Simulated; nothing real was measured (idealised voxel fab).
Proc. module: voxel self aligned contacts
The width of the displayed cross-section, cut, is 225 nm; its cells are square, with a size of 5 nm.
Notation: cross-section as square-cell grid; stated in bands, top first, going down; one or more cell rows per band. Band: top height; bottom height; in nm. Then, left to right: material with width in nm, for each material. "edge to edge": a single material spanning edge to edge. "blank": empty space. Counting heights begins at 0, where everything beneath is, in the wafer as received, one material. The lowest band has no bottom; it goes on downwards, as "0 -> down" shows. Quick explanation for "30..40": the width changes in equal steps down the rows of cells, from the first number in the band's top row to the second number in its bottom row. You'll sometimes find "identical to before" written for a step, and that's the way of saying that nowhere in the cross-section did a cell change during that step. This entry, "Unvented internal voids", enumerates those empty regions of no fewer than 8 cells that possess no open connection to the top. Each region is reported in the form width x height at distance, the distance being taken from the left edge, with all three quantities expressed in nm. Whatever follows a step's settings on its line is a remark the simulator itself makes about that step. You can add "overlay nm" to a step's line. For a step with a mask, it describes how far the mask lay to the right of its planned position, and a negative number describes a lay to the left.
**These are the steps we planned for the process**
1. RECEIVE | material Si
2. OXIDIZE | depth nm 5
3. DIRECTIONAL_DEP | material polySi | thk nm 30
4. DIRECTIONAL_DEP | material SiN | thk nm 25
5. MASKED_ETCH | tone cover | mask id GATE | width nm 30 | pitch nm 75 | etch materials SiN | depth nm 25 | overlay nm 0
6. MASKED_ETCH | tone cover | mask id GATE | width nm 30 | pitch nm 75 | etch materials polySi | depth nm 30 | overlay nm 0
7. CONFORMAL_DEP | material SiN | thk nm 10
8. DIRECTIONAL_ETCH | etch materials SiN | depth nm 10
9. FILL_DEP | material SiO2 | thk nm 10
10. CMP | height nm 60
11. PATTERN | tone open | mask id CONTACT | material resist | width nm 55 | pitch nm 75 | thk nm 15 | overlay nm 0
12. DIRECTIONAL_ETCH | etch materials SiO2 | depth nm 65
13. STRIP | etch materials resist
14. CONFORMAL_DEP | material TiN | thk nm 5
15. FILL_DEP | material Ru | thk nm 5
16. CMP | height nm 60
17. CONFORMAL_DEP | material SiCN | thk nm 5
**Wafer at receipt (post step 1), cross-section**
- 0 -> down  Si edge to edge
- Unvented internal voids: none
**Cross-section, first of two wafers, end of module, run as planned**
- 65 -> 60  SiCN edge to edge
- 60 -> 55  SiO2 45, then TiN 20, then Ru 15, then TiN 20, then SiO2 20, then TiN 20, then Ru 15, then TiN 20, then SiO2 50
- 55 -> 30  SiO2 10, then SiN 50, then TiN 5, then Ru 15, then TiN 5, then SiN 50, then TiN 5, then Ru 15, then TiN 5, then SiN 50, then SiO2 15
- 30 -> 0  SiO2 10, then SiN 10, then polySi 30, then SiN 10, then TiN 5, then Ru 15, then TiN 5, then SiN 10, then polySi 30, then SiN 10, then TiN 5, then Ru 15, then TiN 5, then SiN 10, then polySi 30, then SiN 10, then SiO2 15
- 0 -> -5  SiO2 60, then TiN 25, then SiO2 50, then TiN 25, then SiO2 65
- -5 -> down  Si edge to edge
- Unvented internal voids: none
**Same start, same plan as the first wafer - but one mistake in the run. Cross-section of the second of the two at the end of the module**
- 65 -> 60  SiCN edge to edge
- 60 -> 55  SiO2 50, then TiN 15, then Ru 15, then TiN 25, then SiO2 20, then TiN 15, then Ru 15, then TiN 25, then SiO2 45
- 55 -> 30  SiO2 10, then SiN 50, then TiN 5, then Ru 15, then TiN 5, then SiN 50, then TiN 5, then Ru 15, then TiN 5, then SiN 50, then SiO2 15
- 30 -> 0  SiO2 10, then SiN 10, then polySi 30, then SiN 10, then TiN 5, then Ru 15, then TiN 5, then SiN 10, then polySi 30, then SiN 10, then TiN 5, then Ru 15, then TiN 5, then SiN 10, then polySi 30, then SiN 10, then SiO2 15
- 0 -> -5  SiO2 60, then TiN 25, then SiO2 50, then TiN 25, then SiO2 65
- -5 -> down  Si edge to edge
- Unvented internal voids: none
Plan not followed: contrary to plan, step 11 was performed as PATTERN | tone open | mask id CONTACT | material resist | width nm 55 | pitch nm 75 | thk nm 15 | overlay nm 5
When the process is done, the second wafer contains the same cell count of every material as the first wafer, but distributed over other locations.
